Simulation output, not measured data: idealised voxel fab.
This is a process module. Its name is voxel tone inversion.
Displayed cross-section: cut, width of 195 nm, square cells sized 5 nm.
Think of the cross-section as a grid of square cells. We describe it in bands, top to bottom, and each band covers one or more rows of those cells.
For a band, the entry starts with two heights in nm, that of the top and then that of the bottom, and carries on with the band's materials in order from left to right, each alongside its width in nm; the word "everywhere" beside a single material means it fills the band edge to edge, and "air" means empty space.
Height 0 is the level under which the wafer as received is all one material. The lowest band goes on downwards, as in "0..down".
Width: "30..40" (first number = top row, second number = bottom row, same change from row to row of cells).
Step note "nothing was modified" = no cross-section cell changed.
Empty spaces without an open route to the top, at least 8 cells in extent, make up the entry "Non-vented voids"; each is given as width x height at distance, where the distance is measured from the left edge, and all are in nm.
On each step's line, the part that comes after the settings is the simulator's own comment on the step.
The setting "overlay nm" may be written on the line of a step. When the step uses a mask, the value reports how far to the right of the planned place the mask lay, and a negative value reports that it lay to the left.
Set out below are the planned steps of the process
step 1: RECEIVE | material Si
step 2: CONFORMAL_DEP | material SiN | thk nm 10
step 3: DIRECTIONAL_DEP | material aC | thk nm 15
step 4: PATTERN | tone cover | mask id POSTS | material resist | width nm 20 | pitch nm 45 | thk nm 25 | overlay nm 0
step 5: DIRECTIONAL_ETCH | etch materials aC | depth nm 15
step 6: STRIP | etch materials resist
step 7: FILL_DEP | material lowk | thk nm 5
step 8: CMP | height nm 25
step 9: STRIP | etch materials aC
Cross-section of the wafer at receipt, which is the condition after step 1
> 0..down | Si everywhere
> Non-vented voids: none
Cross-sectional view of the first of the two wafers upon completion of the module, processed in accordance with the plan
> 25..10 | lowk (65)  air (20)  lowk (25)  air (20)  lowk (65)
> 10..0 | SiN everywhere
> 0..down | Si everywhere
> Non-vented voids: none
This is the second of the two wafers, cross-sectioned at the end of the module; it started exactly like the first and was given the same plan, but it was run with one mistake
> 25..10 | air (65)  lowk (20)  air (25)  lowk (20)  air (65)
> 10..0 | SiN everywhere
> 0..down | Si everywhere
> Non-vented voids: none
Deviation from plan: planned and actual differ for step 4; actual: PATTERN | tone open | mask id POSTS | material resist | width nm 20 | pitch nm 45 | thk nm 25 | overlay nm 0
Final difference in cells, second wafer against first, listed per material as more or fewer: 69 fewer of lowk
